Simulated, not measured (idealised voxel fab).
Presented below is a process module, voxel trench capacitor.
FYI the section here is cut, 290 nm wide, cells are 5 nm squares.
Cross-section, as written here: a square-cell grid given band by band from the top down, where a band holds one or more rows of cells. Top height, bottom height, nm. Materials left to right, width each, nm. Single material + "throughout" = fills band edge to edge. "empty" = empty. Height is counted from the level 0, under which the received wafer is composed throughout of one material. The lowest of the bands is not closed at the bottom but continues downward, in the notation "0 nm and below". When a width is written as two numbers, as in "30->40", the first number is the width in the top row of cells of the band and the second is the width in its bottom row, and the width changes by the same amount from each row to the next. Step note "nothing altered" = no cross-section cell changed. "Closed internal cavities" means: voids of 8 cells or more that are shut off from the top with no open way through. Written width x height at distance, distance from the left edge, in nm. Step line, after settings: the simulator's comment on this step. The line of a step may include "overlay nm". On a step with a mask, this value is how far to the right of its planned place the mask lay. A negative value means the mask lay to the left.
**Process steps (planned)**
step 1: RECEIVE: material Si
step 2: CONFORMAL_DEP: material SiN, thk nm 5
step 3: DIRECTIONAL_DEP: material aC, thk nm 15
step 4: PATTERN: tone open, mask id TRENCH, material resist, width nm 20, pitch nm 35, thk nm 30, overlay nm 0
step 5: DIRECTIONAL_ETCH: etch materials aC, depth nm 15
step 6: STRIP: etch materials resist
step 7: DIRECTIONAL_ETCH: etch materials SiN, depth nm 5
step 8: DIRECTIONAL_ETCH: etch materials Si, depth nm 30
step 9: STRIP: etch materials aC
step 10: CONFORMAL_DEP: material Al2O3, thk nm 5
step 11: FILL_DEP: material polySi, thk nm 10
step 12: CMP: height nm 5
Every wafer here starts from the same state; it is the step 10 thk nm that distinguishes them, and the value the plan gives belongs to the first wafer.
**Cross-sectional view of the first of several wafers in the as-received condition, corresponding to the state following step 1**
	0 nm and below = Si throughout
	Closed internal cavities: none
**For your reference, the table is organized with a row per wafer; each row reflects the wafer at the end of the module, indicating for each material the cells gained (+) or lost (-) since receipt, and thereafter its closed voids**
thk nm 5; +32 Al2O3; -48 Si; +50 SiN; +24 polySi; Closed internal cavities: none
thk nm 10; +56 Al2O3; -48 Si; +50 SiN; Closed internal cavities: none
thk nm 15; +56 Al2O3; -48 Si; +50 SiN; Closed internal cavities: none
thk nm 20; +56 Al2O3; -48 Si; +50 SiN; Closed internal cavities: none
